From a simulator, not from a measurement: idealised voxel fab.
The document below concerns the process module designated voxel gate over fins.
Section shown: cut. Width: 195 nm. Cell size: 5 nm, square.
Cross-section layout: square cells on a grid; listed as bands, top to bottom; a band spans one or more cell rows. Top height, bottom height, nm. Materials left to right, width each, nm. Single material + "everywhere" = fills band edge to edge. "air" = empty. All heights in this document are referenced to 0, defined as the level beneath which the wafer, as received, consists entirely of one material. The lowest band is not bounded below; it extends indefinitely downward and is written in the form "z 0 and below". You'd read "30..40" like this: the band's top row of cells is as wide as the first number, its bottom row is as wide as the second, and going down, every row changes width by the same amount as the row before did. "nothing changed" after a step means that no cell of the cross-section changed. Closed empty spaces (no open way to the top) of 8 cells or more are what "Enclosed void listing" lists, each as width x height at distance from the left edge, nm for all three. Step line, after settings: the simulator's comment on this step. overlay nm: for a step with a mask, the amount by which the mask lay right of where it was planned; a negative amount means left of it.

The planned process steps are enumerated hereunder
1,op RECEIVE | material Si
2,op CONFORMAL_DEP | material SiN | thk nm 5
3,op PATTERN | tone cover | mask id FINS | material resist | width nm 15 | pitch nm 40 | thk nm 20 | overlay nm 0
4,op DIRECTIONAL_ETCH | etch materials SiN | depth nm 5
5,op DIRECTIONAL_ETCH | etch materials Si | depth nm 35
6,op STRIP | etch materials resist
7,op OXIDIZE | depth nm 5
8,op FILL_DEP | material SiO2 | thk nm 15
9,op CMP | height nm 5
10,op SELECTIVE_ETCH | etch materials SiO2 | depth nm 20
11,op STRIP | etch materials SiN
12,op CONFORMAL_DEP | material HfO2 | thk nm 5
13,op CONFORMAL_DEP | material TiN | thk nm 5
14,op FILL_DEP | material W | thk nm 15
15,op CMP | height nm 20
16,op CONFORMAL_DEP | material SiCN | thk nm 10

The cross-section here shows the wafer as received, i.e. in its state after step 1
- z 0 and below | Si everywhere
- Enclosed void listing: none

Cross-sectional image of the first of two wafers at the end of the module, the run having proceeded as planned
- z 30 to 20 | SiCN everywhere
- z 20 to 10 | W everywhere
- z 10 to 5 | W: 65, TiN: 25, W: 15, TiN: 25, W: 65
- z 5 to 0 | W: 65, TiN: 5, HfO2: 15, TiN: 5, W: 15, TiN: 5, HfO2: 15, TiN: 5, W: 65
- z 0 to -5 | W: 65, TiN: 5, HfO2: 5, Si: 5, HfO2: 5, TiN: 5, W: 15, TiN: 5, HfO2: 5, Si: 5, HfO2: 5, TiN: 5, W: 65
- z -5 to -10 | TiN: 70, HfO2: 5, Si: 5, HfO2: 5, TiN: 25, HfO2: 5, Si: 5, HfO2: 5, TiN: 70
- z -10 to -15 | HfO2: 75, Si: 5, HfO2: 35, Si: 5, HfO2: 75
- z -15 to -40 | SiO2: 75, Si: 5, SiO2: 35, Si: 5, SiO2: 75
- z -40 and below | Si everywhere
- Enclosed void listing: none

Second of two wafers, module complete, sectioned: it shares the first wafer's start and plan but was run with one mistake
- z 30 to 20 | SiCN everywhere
- z 20 to 10 | W everywhere
- z 10 to 5 | W: 65, TiN: 25, W: 15, TiN: 25, W: 65
- z 5 to 0 | W: 65, TiN: 5, HfO2: 15, TiN: 5, W: 15, TiN: 5, HfO2: 15, TiN: 5, W: 65
- z 0 to -5 | W: 65, TiN: 5, HfO2: 5, Si: 5, HfO2: 5, TiN: 5, W: 15, TiN: 5, HfO2: 5, Si: 5, HfO2: 5, TiN: 5, W: 65
- z -5 to -10 | TiN: 60, W: 5, TiN: 5, HfO2: 5, Si: 5, HfO2: 5, TiN: 5, W: 15, TiN: 5, HfO2: 5, Si: 5, HfO2: 5, TiN: 5, W: 5, TiN: 60
- z -10 to -15 | HfO2: 55, TiN: 15, HfO2: 5, Si: 5, HfO2: 5, TiN: 25, HfO2: 5, Si: 5, HfO2: 5, TiN: 15, HfO2: 55
- z -15 to -20 | SiO2: 50, HfO2: 25, Si: 5, HfO2: 35, Si: 5, HfO2: 25, SiO2: 50
- z -20 to -40 | SiO2: 75, Si: 5, SiO2: 35, Si: 5, SiO2: 75
- z -40 and below | Si everywhere
- Enclosed void listing: none
Deviation from plan: ran 10 and 11 in swapped order versus the plan
Final tally in cells, some materials are higher or lower on the second wafer than on the first: +6 HfO2; -17 SiO2; +6 TiN; +5 W
